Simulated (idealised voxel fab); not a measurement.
Documented hereafter: the process module known as voxel self aligned contacts.
Shown is cross-section cut, with a width of 170 nm and square cells of size 5 nm.
When this document writes out a cross-section, it uses a grid of square cells and lists it as bands, beginning at the top and moving down, with a band standing for one or more rows of cells.
Read a band's entry like this: the first values are the height of its top and the height of its bottom in nm, and what follows is the sequence of materials from left to right, each with its width in nm. Note that "air" is empty space, and that a single material marked "throughout" reaches across the band from edge to edge.
Below 0: as-received wafer, all one material; heights counted from there. Lowest band: no bottom, goes on down, written "z 0 and below".
Per-row width for "30 to 40": begins at first number (top row of band), ends at second number (bottom row), increment between rows held constant.
For the purposes of this document, the phrase "nothing altered" attached to a step denotes that no cell within the cross-section was modified by that step.
Reported under the label "Entrapped voids" are the empty spaces having no open way to the top and comprising 8 cells or more; the notation for each is width x height at distance, in which the distance is measured from the left edge and all three values are in nm.
Formally, on a step line, whatever follows the settings is a remark that the simulator itself makes on the step.
overlay nm: where the mask lay relative to plan, measured to the right, on steps with a mask; negatives go left.
-- Listed below are the process steps as planned
1,RECEIVE with material Si
2,CONFORMAL_DEP with material SiO2, thk nm 5
3,DIRECTIONAL_DEP with material polySi, thk nm 30
4,DIRECTIONAL_DEP with material SiN, thk nm 20
5,MASKED_ETCH with tone cover, mask id GATE, width nm 35, pitch nm 70, etch materials SiN, depth nm 20, overlay nm 0
6,MASKED_ETCH with tone cover, mask id GATE, width nm 35, pitch nm 70, etch materials polySi, depth nm 30, overlay nm 0
7,CONFORMAL_DEP with material SiN, thk nm 5
8,DIRECTIONAL_ETCH with etch materials SiN, depth nm 5
9,FILL_DEP with material SiO2, thk nm 20
10,CMP with height nm 65
11,MASKED_ETCH with tone open, mask id CONTACT, width nm 45, etch materials SiO2, depth nm 65, overlay nm 0
12,CONFORMAL_DEP with material TiN, thk nm 5
13,FILL_DEP with material Ru, thk nm 10
14,CMP with height nm 65
15,CONFORMAL_DEP with material SiCN, thk nm 5
-- First of two wafers, with the run carried out as planned
-- As-received state of the wafer in cross-section, equivalent to post-step 1
* z 0 and below  Si throughout
* Entrapped voids: none
-- The following cross-section depicts the wafer upon completion of step 2
* z 5 to 0  SiO2 throughout
* At heights below 0, the structure remains unaltered.
-- The following cross-section depicts the wafer upon completion of step 3
* z 35 to 5  polySi throughout
* At heights below 5, the structure remains unaltered.
-- The following cross-section depicts the wafer upon completion of step 4
* z 55 to 35  SiN throughout
* At heights below 35, the structure remains unaltered.
-- The following cross-section depicts the wafer upon completion of step 5
* z 55 to 35  30 of air, 35 of SiN, 35 of air, 35 of SiN, 35 of air
* At heights below 35, the structure remains unaltered.
-- The following cross-section depicts the wafer upon completion of step 6
* z 55 to 35  30 of air, 35 of SiN, 35 of air, 35 of SiN, 35 of air
* z 35 to 5  30 of air, 35 of polySi, 35 of air, 35 of polySi, 35 of air
* At heights below 5, the structure remains unaltered.
-- The following cross-section depicts the wafer upon completion of step 7
* z 60 to 35  25 of air, 45 of SiN, 25 of air, 45 of SiN, 30 of air
* z 35 to 10  25 of air, 5 of SiN, 35 of polySi, 5 of SiN, 25 of air, 5 of SiN, 35 of polySi, 5 of SiN, 30 of air
* z 10 to 5  30 of SiN, 35 of polySi, 35 of SiN, 35 of polySi, 35 of SiN
* At heights below 5, the structure remains unaltered.
-- The following cross-section depicts the wafer upon completion of step 8
* z 55 to 35  25 of air, 45 of SiN, 25 of air, 45 of SiN, 30 of air
* z 35 to 5  25 of air, 5 of SiN, 35 of polySi, 5 of SiN, 25 of air, 5 of SiN, 35 of polySi, 5 of SiN, 30 of air
* At heights below 5, the structure remains unaltered.
-- The following cross-section depicts the wafer upon completion of step 9
* z 75 to 55  SiO2 throughout
* z 55 to 35  25 of SiO2, 45 of SiN, 25 of SiO2, 45 of SiN, 30 of SiO2
* z 35 to 5  25 of SiO2, 5 of SiN, 35 of polySi, 5 of SiN, 25 of SiO2, 5 of SiN, 35 of polySi, 5 of SiN, 30 of SiO2
* At heights below 5, the structure remains unaltered.
-- The following cross-section depicts the wafer upon completion of step 10
* z 65 to 55  SiO2 throughout
* At heights below 55, the structure remains unaltered.
-- The following cross-section depicts the wafer upon completion of step 11
* z 65 to 55  60 of SiO2, 45 of air, 65 of SiO2
* z 55 to 35  25 of SiO2, 45 of SiN, 25 of air, 45 of SiN, 30 of SiO2
* z 35 to 5  25 of SiO2, 5 of SiN, 35 of polySi, 5 of SiN, 25 of air, 5 of SiN, 35 of polySi, 5 of SiN, 30 of SiO2
* z 5 to 0  70 of SiO2, 25 of air, 75 of SiO2
* At heights below 0, the structure remains unaltered.
-- The following cross-section depicts the wafer upon completion of step 12
* z 70 to 65  65 of TiN, 35 of air, 70 of TiN
* z 65 to 55  60 of SiO2, 5 to 15 of TiN, 35 to 15 of air, 5 to 15 of TiN, 65 of SiO2
* z 55 to 35  25 of SiO2, 45 of SiN, 5 of TiN, 15 of air, 5 of TiN, 45 of SiN, 30 of SiO2
* z 35 to 5  25 of SiO2, 5 of SiN, 35 of polySi, 5 of SiN, 5 of TiN, 15 of air, 5 of TiN, 5 of SiN, 35 of polySi, 5 of SiN, 30 of SiO2
* z 5 to 0  70 of SiO2, 25 of TiN, 75 of SiO2
* At heights below 0, the structure remains unaltered.
-- The following cross-section depicts the wafer upon completion of step 13
* z 80 to 70  Ru throughout
* z 70 to 65  65 of TiN, 35 of Ru, 70 of TiN
* z 65 to 55  60 of SiO2, 5 to 15 of TiN, 35 to 15 of Ru, 5 to 15 of TiN, 65 of SiO2
* z 55 to 35  25 of SiO2, 45 of SiN, 5 of TiN, 15 of Ru, 5 of TiN, 45 of SiN, 30 of SiO2
* z 35 to 5  25 of SiO2, 5 of SiN, 35 of polySi, 5 of SiN, 5 of TiN, 15 of Ru, 5 of TiN, 5 of SiN, 35 of polySi, 5 of SiN, 30 of SiO2
* At heights below 5, the structure remains unaltered.
-- The following cross-section depicts the wafer upon completion of step 14
* z 65 to 55  60 of SiO2, 5 to 15 of TiN, 35 to 15 of Ru, 5 to 15 of TiN, 65 of SiO2
* At heights below 55, the structure remains unaltered.
-- The following cross-section depicts the wafer upon completion of step 15
* z 70 to 65  SiCN throughout
* At heights below 65, the structure remains unaltered.
-- Second wafer. Start and plan as for the first. One mistake made in running. Agrees with the first up to and including step 13
Here is the second wafer in cross-section at the point where step 14 of the plan should have been done: nothing altered
-- Here is the second wafer in cross-section at the point where step 15 of the plan should have been done
* z 85 to 80  SiCN throughout
* At heights below 80, the structure remains unaltered.
Finding, execution versus plan: plan step 14 skipped
at the end the second wafer has, in cells: 75 more of Ru; 27 more of TiN
